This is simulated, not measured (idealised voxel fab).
The following process module bears the name voxel local oxidation.
Square cells of 5 nm make up the cross-section cut, whose width is 270 nm.
A cross-section is written here as square cells arranged in a grid, and it is given in bands from the top down, each band taking up one or more rows of cells.
It is stipulated that each band's entry specify, in nanometres, the height of the top of the band and then that of its bottom, followed by the materials of the band in left-to-right sequence, each together with its width in nanometres. A single material marked by the word "all across" is understood to fill the band from edge to edge; the word "empty" is understood to denote empty space.
Basically, 0 is our baseline, since under it the wafer straight out of the box is all one material. The bottom band has no lower end and keeps on going down, so it looks like "0 -> down".
Width: "30..40" (first number = top row, second number = bottom row, same change from row to row of cells).
Key: "same as before" - step with no changed cell in the cross-section.
Sealed void listing: empty space of 8 cells or more with no open way to the top, each as width x height at its distance from the left edge, in nm
Anything after a step's settings on that line? It's the simulator's own note about the step.
The setting "overlay nm" may be written on the line of a step. When the step uses a mask, the value reports how far to the right of the planned place the mask lay, and a negative value reports that it lay to the left.

# Set out below are the planned steps of the process
| 1 | RECEIVE with material Si |
| 2 | CONFORMAL_DEP with material SiO2, thk nm 5 |
| 3 | CONFORMAL_DEP with material SiN, thk nm 10 |
| 4 | PATTERN with tone cover, mask id ACTIVE, material resist, width nm 110, thk nm 20, overlay nm 0 |
| 5 | DIRECTIONAL_ETCH with etch materials SiN, depth nm 10 |
| 6 | STRIP with etch materials resist |
| 7 | SELECTIVE_ETCH with etch materials SiO2, depth nm 5 |
| 8 | OXIDIZE with depth nm 10 |
| 9 | STRIP with etch materials SiN |

# Cross-section, incoming material, after step 1
> 0 -> down  Si all across
> Sealed void listing: none

# First of two wafers at the end of the module, shown in cross-section; run carried out as planned
> 5 -> 0  empty: 85, then SiO2: 100, then empty: 85
> 0 -> -10  SiO2: 95, then Si: 80, then SiO2: 95
> -10 -> down  Si all across
> Sealed void listing: none

# End-of-module cross-section of the second wafer: identical starting point and process plan to the first, with one processing mistake
> 10 -> 0  SiO2 all across
> 0 -> down  Si all across
> Sealed void listing: none
Run error: step 3 was run on a setting that differed from the plan, and what really ran there is CONFORMAL_DEP with material SiO2, thk nm 10
Final difference in cells, second wafer against first, listed per material as more or fewer: +76 Si, +12 SiO2
